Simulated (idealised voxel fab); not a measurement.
process module | voxel capacitor over wiring
cross-section cut | 300 nm wide | cells 5 nm
A cross-section is a grid of square cells, given in bands from the top down. A band is one or more rows of cells.
Each band's line starts with the height of the band's top and of its bottom, in nm. Then come its materials from left to right, each with its width in nm. One material with "throughout" fills the band from edge to edge. "air" is empty space.
Height 0 is the level under which the wafer as received is all one material. The lowest band goes on downwards, as in "0 down".
A width such as "30 to 40" changes by the same amount from each row of cells to the next, from the band's top row to its bottom row.
"no change" after a step means that no cell of the cross-section changed.
closed voids: empty space of 8 cells or more with no open way to the top, each as width x height at its distance from the left edge, in nm
after a step's settings: what the simulator itself notes on the step
overlay nm, on a step with a mask: how far to the right of its planned place the mask lay; to the left if negative
plan
1 op RECEIVE | material Si
2 op CONFORMAL_DEP | material SiO2 | thk nm 15
3 op DIRECTIONAL_DEP | material TiN | thk nm 5
4 op DIRECTIONAL_DEP | material Ru | thk nm 20
5 op DIRECTIONAL_DEP | material aC | thk nm 15
6 op PATTERN | tone cover | mask id METAL_1 | material resist | width nm 25 | pitch nm 90 | thk nm 35 | overlay nm -15
7 op DIRECTIONAL_ETCH | etch materials aC | depth nm 15
8 op STRIP | etch materials resist
9 op DIRECTIONAL_ETCH | etch materials Ru | depth nm 20
10 op DIRECTIONAL_ETCH | etch materials TiN | depth nm 5
11 op STRIP | etch materials aC
12 op FILL_DEP | material lowk | thk nm 10
13 op CMP | height nm 40
14 op CONFORMAL_DEP | material SiCN | thk nm 5
15 op DIRECTIONAL_DEP | material lowk | thk nm 20
16 op PATTERN | tone open | mask id PLUG_1 | material resist | width nm 15 | thk nm 20 | overlay nm 0
17 op DIRECTIONAL_ETCH | etch materials lowk | depth nm 20
18 op DIRECTIONAL_ETCH | etch materials SiCN | depth nm 5
19 op STRIP | etch materials resist
20 op CONFORMAL_DEP | material TiN | thk nm 5
21 op FILL_DEP | material W | thk nm 10
22 op CMP | height nm 65
23 op DIRECTIONAL_DEP | material TiN | thk nm 5
24 op DIRECTIONAL_DEP | material Al2O3 | thk nm 5
25 op DIRECTIONAL_DEP | material TiN | thk nm 10
26 op DIRECTIONAL_DEP | material aC | thk nm 15
27 op PATTERN | tone cover | mask id UPPER_PLATE | material resist | width nm 70 | thk nm 30 | overlay nm 0
28 op DIRECTIONAL_ETCH | etch materials aC | depth nm 15
29 op STRIP | etch materials resist
30 op DIRECTIONAL_ETCH | etch materials TiN | depth nm 10
31 op DIRECTIONAL_ETCH | etch materials Al2O3 | depth nm 5
32 op STRIP | etch materials aC
33 op MASKED_ETCH | tone cover | mask id LOWER_PLATE | width nm 80 | etch materials TiN | depth nm 5 | overlay nm 0
34 op FILL_DEP | material SiO2 | thk nm 20
35 op CMP | height nm 100
36 op PATTERN | tone open | mask id PLUG_2 | material resist | width nm 15 | thk nm 20 | overlay nm 0
37 op DIRECTIONAL_ETCH | etch materials SiO2 | depth nm 15
38 op STRIP | etch materials resist
39 op CONFORMAL_DEP | material TiN | thk nm 5
40 op FILL_DEP | material Ru | thk nm 5
41 op CMP | height nm 100
42 op CONFORMAL_DEP | material SiN | thk nm 5
varied across the wafers: overlay nm of step 6. The plan shows the first wafer's value. All wafers start alike
first wafer as received, after step 1
  0 down: Si throughout
  closed voids: none
each wafer at the end: cells of each material gained (+) or lost (-) since it was received, then its closed voids
overlay nm -15 | +14 Al2O3 | +42 Ru | +57 SiCN | +60 SiN | +533 SiO2 | +72 TiN | +4 W | +478 lowk | closed voids: none
overlay nm -10 | +14 Al2O3 | +42 Ru | +57 SiCN | +60 SiN | +533 SiO2 | +72 TiN | +4 W | +478 lowk | closed voids: none
overlay nm -5 | +14 Al2O3 | +42 Ru | +57 SiCN | +60 SiN | +533 SiO2 | +72 TiN | +4 W | +478 lowk | closed voids: none
overlay nm 0 | +14 Al2O3 | +42 Ru | +57 SiCN | +60 SiN | +533 SiO2 | +72 TiN | +4 W | +478 lowk | closed voids: none
overlay nm 5 | +14 Al2O3 | +42 Ru | +57 SiCN | +60 SiN | +533 SiO2 | +72 TiN | +4 W | +478 lowk | closed voids: none
overlay nm 10 | +14 Al2O3 | +42 Ru | +57 SiCN | +60 SiN | +533 SiO2 | +72 TiN | +4 W | +478 lowk | closed voids: none
overlay nm 15 | +14 Al2O3 | +42 Ru | +57 SiCN | +60 SiN | +533 SiO2 | +72 TiN | +4 W | +478 lowk | closed voids: none
